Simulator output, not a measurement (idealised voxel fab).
process module | voxel self aligned contacts
cross-section cut | 275 nm wide | cells 5 nm
A cross-section is a grid of square cells, given in bands from the top down. A band is one or more rows of cells.
Each band's line starts with the height of the band's top and of its bottom, in nm. Then come its materials from left to right, each with its width in nm. One material with "throughout" fills the band from edge to edge. "air" is empty space.
Height 0 is the level under which the wafer as received is all one material. The lowest band goes on downwards, as in "0 down".
A width such as "30 to 40" changes by the same amount from each row of cells to the next, from the band's top row to its bottom row.
"no change" after a step means that no cell of the cross-section changed.
closed voids: empty space of 8 cells or more with no open way to the top, each as width x height at its distance from the left edge, in nm
after a step's settings: what the simulator itself notes on the step
overlay nm, on a step with a mask: how far to the right of its planned place the mask lay; to the left if negative
plan
1 op RECEIVE | material Si
2 op OXIDIZE | depth nm 5
3 op DIRECTIONAL_DEP | material polySi | thk nm 25
4 op DIRECTIONAL_DEP | material SiN | thk nm 15
5 op DIRECTIONAL_DEP | material aC | thk nm 10
6 op PATTERN | tone cover | mask id GATE | material resist | width nm 35 | pitch nm 65 | thk nm 25 | overlay nm 0
7 op DIRECTIONAL_ETCH | etch materials aC | depth nm 10
8 op STRIP | etch materials resist
9 op DIRECTIONAL_ETCH | etch materials SiN | depth nm 15
10 op DIRECTIONAL_ETCH | etch materials polySi | depth nm 25
11 op STRIP | etch materials aC
12 op CONFORMAL_DEP | material SiN | thk nm 5
13 op DIRECTIONAL_ETCH | etch materials SiN | depth nm 5
14 op FILL_DEP | material SiO2 | thk nm 20
15 op CMP | height nm 50
16 op DIRECTIONAL_DEP | material aC | thk nm 15
17 op PATTERN | tone open | mask id CONTACT | material resist | width nm 50 | thk nm 35 | overlay nm 0
18 op DIRECTIONAL_ETCH | etch materials aC | depth nm 15
19 op STRIP | etch materials resist
20 op DIRECTIONAL_ETCH | etch materials SiO2 | depth nm 55
21 op STRIP | etch materials aC
22 op CONFORMAL_DEP | material TiN | thk nm 5
23 op FILL_DEP | material Ru | thk nm 5
24 op CMP | height nm 50
25 op CONFORMAL_DEP | material SiN | thk nm 5
first wafer, as planned
as received, after step 1
  0 down: Si throughout
  closed voids: none
after step 2
  0 to -5: SiO2 throughout
  below -5: unchanged
after step 3
  25 to 0: polySi throughout
  below 0: unchanged
after step 4
  40 to 25: SiN throughout
  below 25: unchanged
after step 5
  50 to 40: aC throughout
  below 40: unchanged
after step 6
  75 to 50: air 85 | resist 35 | air 30 | resist 35 | air 90
  below 50: unchanged
after step 7
  65 to 50: air 85 | resist 35 | air 30 | resist 35 | air 90
  50 to 40: air 85 | aC 35 | air 30 | aC 35 | air 90
  below 40: unchanged
after step 8
  50 to 40: air 85 | aC 35 | air 30 | aC 35 | air 90
  below 40: unchanged
after step 9
  50 to 40: air 85 | aC 35 | air 30 | aC 35 | air 90
  40 to 25: air 85 | SiN 35 | air 30 | SiN 35 | air 90
  below 25: unchanged
after step 10
  50 to 40: air 85 | aC 35 | air 30 | aC 35 | air 90
  40 to 25: air 85 | SiN 35 | air 30 | SiN 35 | air 90
  25 to 0: air 85 | polySi 35 | air 30 | polySi 35 | air 90
  below 0: unchanged
after step 11
  40 to 25: air 85 | SiN 35 | air 30 | SiN 35 | air 90
  below 25: unchanged
after step 12
  45 to 25: air 80 | SiN 45 | air 20 | SiN 45 | air 85
  25 to 5: air 80 | SiN 5 | polySi 35 | SiN 5 | air 20 | SiN 5 | polySi 35 | SiN 5 | air 85
  5 to 0: SiN 85 | polySi 35 | SiN 30 | polySi 35 | SiN 90
  below 0: unchanged
after step 13
  40 to 25: air 80 | SiN 45 | air 20 | SiN 45 | air 85
  25 to 0: air 80 | SiN 5 | polySi 35 | SiN 5 | air 20 | SiN 5 | polySi 35 | SiN 5 | air 85
  below 0: unchanged
after step 14
  60 to 40: SiO2 throughout
  40 to 25: SiO2 80 | SiN 45 | SiO2 20 | SiN 45 | SiO2 85
  25 to 0: SiO2 80 | SiN 5 | polySi 35 | SiN 5 | SiO2 20 | SiN 5 | polySi 35 | SiN 5 | SiO2 85
  below 0: unchanged
after step 15
  50 to 40: SiO2 throughout
  below 40: unchanged
after step 16
  65 to 50: aC throughout
  below 50: unchanged
after step 17
  100 to 65: resist 110 | air 50 | resist 115
  below 65: unchanged
after step 18
  85 to 65: resist 110 | air 50 | resist 115
  65 to 50: aC 110 | air 50 | aC 115
  below 50: unchanged
after step 19
  65 to 50: aC 110 | air 50 | aC 115
  below 50: unchanged
after step 20
  65 to 50: aC 110 | air 50 | aC 115
  50 to 40: SiO2 110 | air 50 | SiO2 115
  40 to 25: SiO2 80 | SiN 45 | air 20 | SiN 45 | SiO2 85
  25 to 0: SiO2 80 | SiN 5 | polySi 35 | SiN 5 | air 20 | SiN 5 | polySi 35 | SiN 5 | SiO2 85
  0 to -5: SiO2 125 | air 20 | SiO2 130
  below -5: unchanged
after step 21
  50 to 40: SiO2 110 | air 50 | SiO2 115
  below 40: unchanged
after step 22
  55 to 50: TiN 115 | air 40 | TiN 120
  50 to 40: SiO2 110 | TiN 5 to 20 | air 40 to 10 | TiN 5 to 20 | SiO2 115
  40 to 25: SiO2 80 | SiN 45 | TiN 5 | air 10 | TiN 5 | SiN 45 | SiO2 85
  25 to 0: SiO2 80 | SiN 5 | polySi 35 | SiN 5 | TiN 5 | air 10 | TiN 5 | SiN 5 | polySi 35 | SiN 5 | SiO2 85
  0 to -5: SiO2 125 | TiN 20 | SiO2 130
  below -5: unchanged
after step 23
  60 to 55: Ru throughout
  55 to 50: TiN 115 | Ru 40 | TiN 120
  50 to 40: SiO2 110 | TiN 5 to 20 | Ru 40 to 10 | TiN 5 to 20 | SiO2 115
  40 to 25: SiO2 80 | SiN 45 | TiN 5 | Ru 10 | TiN 5 | SiN 45 | SiO2 85
  25 to 0: SiO2 80 | SiN 5 | polySi 35 | SiN 5 | TiN 5 | Ru 10 | TiN 5 | SiN 5 | polySi 35 | SiN 5 | SiO2 85
  below 0: unchanged
after step 24
  50 to 40: SiO2 110 | TiN 5 to 20 | Ru 40 to 10 | TiN 5 to 20 | SiO2 115
  below 40: unchanged
after step 25
  55 to 50: SiN throughout
  below 50: unchanged
second wafer: like start, like plan, one mistake. Through step 2 it matches the first wafer
when step 3 should have ended
  20 to 0: polySi throughout
  below 0: unchanged
when step 4 should have ended
  35 to 20: SiN throughout
  below 20: unchanged
when step 5 should have ended
  45 to 35: aC throughout
  below 35: unchanged
when step 6 should have ended
  70 to 45: air 85 | resist 35 | air 30 | resist 35 | air 90
  below 45: unchanged
when step 7 should have ended
  60 to 45: air 85 | resist 35 | air 30 | resist 35 | air 90
  45 to 35: air 85 | aC 35 | air 30 | aC 35 | air 90
  below 35: unchanged
when step 8 should have ended
  45 to 35: air 85 | aC 35 | air 30 | aC 35 | air 90
  below 35: unchanged
when step 9 should have ended
  45 to 35: air 85 | aC 35 | air 30 | aC 35 | air 90
  35 to 20: air 85 | SiN 35 | air 30 | SiN 35 | air 90
  below 20: unchanged
when step 10 should have ended
  45 to 35: air 85 | aC 35 | air 30 | aC 35 | air 90
  35 to 20: air 85 | SiN 35 | air 30 | SiN 35 | air 90
  20 to 0: air 85 | polySi 35 | air 30 | polySi 35 | air 90
  below 0: unchanged
when step 11 should have ended
  35 to 20: air 85 | SiN 35 | air 30 | SiN 35 | air 90
  below 20: unchanged
when step 12 should have ended
  40 to 20: air 80 | SiN 45 | air 20 | SiN 45 | air 85
  20 to 5: air 80 | SiN 5 | polySi 35 | SiN 5 | air 20 | SiN 5 | polySi 35 | SiN 5 | air 85
  5 to 0: SiN 85 | polySi 35 | SiN 30 | polySi 35 | SiN 90
  below 0: unchanged
when step 13 should have ended
  35 to 20: air 80 | SiN 45 | air 20 | SiN 45 | air 85
  20 to 0: air 80 | SiN 5 | polySi 35 | SiN 5 | air 20 | SiN 5 | polySi 35 | SiN 5 | air 85
  below 0: unchanged
when step 14 should have ended
  55 to 35: SiO2 throughout
  35 to 20: SiO2 80 | SiN 45 | SiO2 20 | SiN 45 | SiO2 85
  20 to 0: SiO2 80 | SiN 5 | polySi 35 | SiN 5 | SiO2 20 | SiN 5 | polySi 35 | SiN 5 | SiO2 85
  below 0: unchanged
when step 15 should have ended
  50 to 35: SiO2 throughout
  below 35: unchanged
when step 16 should have ended
  65 to 50: aC throughout
  below 50: unchanged
when step 17 should have ended
  100 to 65: resist 110 | air 50 | resist 115
  below 65: unchanged
when step 18 should have ended
  85 to 65: resist 110 | air 50 | resist 115
  65 to 50: aC 110 | air 50 | aC 115
  below 50: unchanged
when step 19 should have ended
  65 to 50: aC 110 | air 50 | aC 115
  below 50: unchanged
when step 20 should have ended
  65 to 50: aC 110 | air 50 | aC 115
  50 to 35: SiO2 110 | air 50 | SiO2 115
  35 to 20: SiO2 80 | SiN 45 | air 20 | SiN 45 | SiO2 85
  20 to 0: SiO2 80 | SiN 5 | polySi 35 | SiN 5 | air 20 | SiN 5 | polySi 35 | SiN 5 | SiO2 85
  0 to -5: SiO2 125 | air 20 | SiO2 130
  below -5: unchanged
when step 21 should have ended
  50 to 35: SiO2 110 | air 50 | SiO2 115
  below 35: unchanged
when step 22 should have ended
  55 to 50: TiN 115 | air 40 | TiN 120
  50 to 40: SiO2 110 | TiN 5 | air 40 | TiN 5 | SiO2 115
  40 to 35: SiO2 110 | TiN 20 | air 10 | TiN 20 | SiO2 115
  35 to 20: SiO2 80 | SiN 45 | TiN 5 | air 10 | TiN 5 | SiN 45 | SiO2 85
  20 to 0: SiO2 80 | SiN 5 | polySi 35 | SiN 5 | TiN 5 | air 10 | TiN 5 | SiN 5 | polySi 35 | SiN 5 | SiO2 85
  0 to -5: SiO2 125 | TiN 20 | SiO2 130
  below -5: unchanged
when step 23 should have ended
  60 to 55: Ru throughout
  55 to 50: TiN 115 | Ru 40 | TiN 120
  50 to 40: SiO2 110 | TiN 5 | Ru 40 | TiN 5 | SiO2 115
  40 to 35: SiO2 110 | TiN 20 | Ru 10 | TiN 20 | SiO2 115
  35 to 20: SiO2 80 | SiN 45 | TiN 5 | Ru 10 | TiN 5 | SiN 45 | SiO2 85
  20 to 0: SiO2 80 | SiN 5 | polySi 35 | SiN 5 | TiN 5 | Ru 10 | TiN 5 | SiN 5 | polySi 35 | SiN 5 | SiO2 85
  below 0: unchanged
when step 24 should have ended
  50 to 40: SiO2 110 | TiN 5 | Ru 40 | TiN 5 | SiO2 115
  below 40: unchanged
when step 25 should have ended
  55 to 50: SiN throughout
  below 50: unchanged
what went wrong: step 3 ran as: op DIRECTIONAL_DEP | material polySi | thk nm 20
at the end the second wafer has, in cells: 6 more of Ru | 4 fewer of SiN | 12 more of SiO2 | 14 fewer of polySi
